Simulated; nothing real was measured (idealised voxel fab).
The process module that follows is named voxel gate over fins.
In the cross-section labelled cut, the width is 285 nm and each square cell is 5 nm.
Square cells in a grid make up a cross-section in this document, and the grid is given as bands, listed from the top down, each one or more rows of cells.
Top, bottom (nm), then materials left to right with widths (nm); lone material tagged "everywhere" fills the whole band edge to edge; "air" = empty space.
All heights in this document are referenced to 0, defined as the level beneath which the wafer, as received, consists entirely of one material. The lowest band is not bounded below; it extends indefinitely downward and is written in the form "top 0, no bottom".
Top row gets the first number, bottom row gets the second, and each row in between changes by the same step: that is how a band width like "30->40" works.
The designation "nothing altered", where it is given for a processing step, indicates that no cell of the cross-section was altered in the course of that step.
Each empty space that has no open way to the top and spans at least 8 cells appears under "Cavities, closed" as width x height at distance, the distance counted from the left edge, all in nm.
Step line, after settings: the simulator's comment on this step.
overlay nm: step with mask; distance mask lay right of planned place; negative value = left of planned place.

## Below is the list of planned process steps
- 1: RECEIVE,material Si
- 2: CONFORMAL_DEP,material SiN,thk nm 10
- 3: MASKED_ETCH,tone cover,mask id FINS,width nm 15,pitch nm 40,etch materials SiN,depth nm 10,overlay nm 0
- 4: MASKED_ETCH,tone cover,mask id FINS,width nm 15,pitch nm 40,etch materials Si,depth nm 40,overlay nm 0
- 5: OXIDIZE,depth nm 5
- 6: FILL_DEP,material SiO2,thk nm 10
- 7: CMP,height nm 10
- 8: SELECTIVE_ETCH,etch materials SiO2,depth nm 25
- 9: STRIP,etch materials SiN
- 10: CONFORMAL_DEP,material HfO2,thk nm 5
- 11: CONFORMAL_DEP,material TiN,thk nm 5
- 12: FILL_DEP,material W,thk nm 15
- 13: CMP,height nm 20
- 14: CONFORMAL_DEP,material SiN,thk nm 5
Don't read the plan's width nm for step 4 as applying to every wafer: that's the first wafer's value, and the wafers differ in it, though they all start identical.

## Incoming state of the first of several wafers in cross-section: after step 1
	top 0, no bottom: Si everywhere
	Cavities, closed: none

## End-of-module cross-section, first of several wafers, after last step 14
	top 25, bottom 20: SiN everywhere
	top 20, bottom 10: W everywhere
	top 10, bottom 5: 70 nm W, 25 nm TiN, 15 nm W, 25 nm TiN, 15 nm W, 25 nm TiN, 15 nm W, 25 nm TiN, 70 nm W
	top 5, bottom 0: 70 nm W, 5 nm TiN, 15 nm HfO2, 5 nm TiN, 15 nm W, 5 nm TiN, 15 nm HfO2, 5 nm TiN, 15 nm W, 5 nm TiN, 15 nm HfO2, 5 nm TiN, 15 nm W, 5 nm TiN, 15 nm HfO2, 5 nm TiN, 70 nm W
	top 0, bottom -5: 70 nm W, 5 nm TiN, 5 nm HfO2, 5 nm Si, 5 nm HfO2, 5 nm TiN, 15 nm W, 5 nm TiN, 5 nm HfO2, 5 nm Si, 5 nm HfO2, 5 nm TiN, 15 nm W, 5 nm TiN, 5 nm HfO2, 5 nm Si, 5 nm HfO2, 5 nm TiN, 15 nm W, 5 nm TiN, 5 nm HfO2, 5 nm Si, 5 nm HfO2, 5 nm TiN, 70 nm W
	top -5, bottom -10: 75 nm TiN, 5 nm HfO2, 5 nm Si, 5 nm HfO2, 25 nm TiN, 5 nm HfO2, 5 nm Si, 5 nm HfO2, 25 nm TiN, 5 nm HfO2, 5 nm Si, 5 nm HfO2, 25 nm TiN, 5 nm HfO2, 5 nm Si, 5 nm HfO2, 75 nm TiN
	top -10, bottom -15: 80 nm HfO2, 5 nm Si, 35 nm HfO2, 5 nm Si, 35 nm HfO2, 5 nm Si, 35 nm HfO2, 5 nm Si, 80 nm HfO2
	top -15, bottom -45: 80 nm SiO2, 5 nm Si, 35 nm SiO2, 5 nm Si, 35 nm SiO2, 5 nm Si, 35 nm SiO2, 5 nm Si, 80 nm SiO2
	top -45, no bottom: Si everywhere
	Cavities, closed: none

## Of the several wafers, the last: cross-section at the end of the module
	top 25, bottom 20: SiN everywhere
	top 20, bottom 10: W everywhere
	top 10, bottom 5: 70 nm W, 25 nm TiN, 15 nm W, 25 nm TiN, 15 nm W, 25 nm TiN, 15 nm W, 25 nm TiN, 70 nm W
	top 5, bottom 0: 65 nm W, 10 nm TiN, 15 nm HfO2, 10 nm TiN, 5 nm W, 10 nm TiN, 15 nm HfO2, 10 nm TiN, 5 nm W, 10 nm TiN, 15 nm HfO2, 10 nm TiN, 5 nm W, 10 nm TiN, 15 nm HfO2, 10 nm TiN, 65 nm W
	top 0, bottom -5: 65 nm W, 5 nm TiN, 10 nm HfO2, 5 nm Si, 10 nm HfO2, 5 nm TiN, 5 nm W, 5 nm TiN, 10 nm HfO2, 5 nm Si, 10 nm HfO2, 5 nm TiN, 5 nm W, 5 nm TiN, 10 nm HfO2, 5 nm Si, 10 nm HfO2, 5 nm TiN, 5 nm W, 5 nm TiN, 10 nm HfO2, 5 nm Si, 10 nm HfO2, 5 nm TiN, 65 nm W
	top -5, bottom -10: 70 nm TiN, 5 nm HfO2, 15 nm Si, 5 nm HfO2, 15 nm TiN, 5 nm HfO2, 15 nm Si, 5 nm HfO2, 15 nm TiN, 5 nm HfO2, 15 nm Si, 5 nm HfO2, 15 nm TiN, 5 nm HfO2, 15 nm Si, 5 nm HfO2, 70 nm TiN
	top -10, bottom -15: 75 nm HfO2, 15 nm Si, 25 nm HfO2, 15 nm Si, 25 nm HfO2, 15 nm Si, 25 nm HfO2, 15 nm Si, 75 nm HfO2
	top -15, bottom -45: 75 nm SiO2, 15 nm Si, 25 nm SiO2, 15 nm Si, 25 nm SiO2, 15 nm Si, 25 nm SiO2, 15 nm Si, 75 nm SiO2
	top -45, no bottom: Si everywhere
	Cavities, closed: none

## The following table contains a row per wafer, in which are reported, at the conclusion of the module, the cells of each material gained (+) or lost (-) since the wafer's receipt, with its closed voids given thereafter
width nm 15 | +81 HfO2 | -477 Si | +57 SiN | +318 SiO2 | +81 TiN | +225 W | Cavities, closed: none
width nm 20 | +81 HfO2 | -445 Si | +57 SiN | +294 SiO2 | +81 TiN | +217 W | Cavities, closed: none
width nm 25 | +81 HfO2 | -413 Si | +57 SiN | +270 SiO2 | +81 TiN | +209 W | Cavities, closed: none
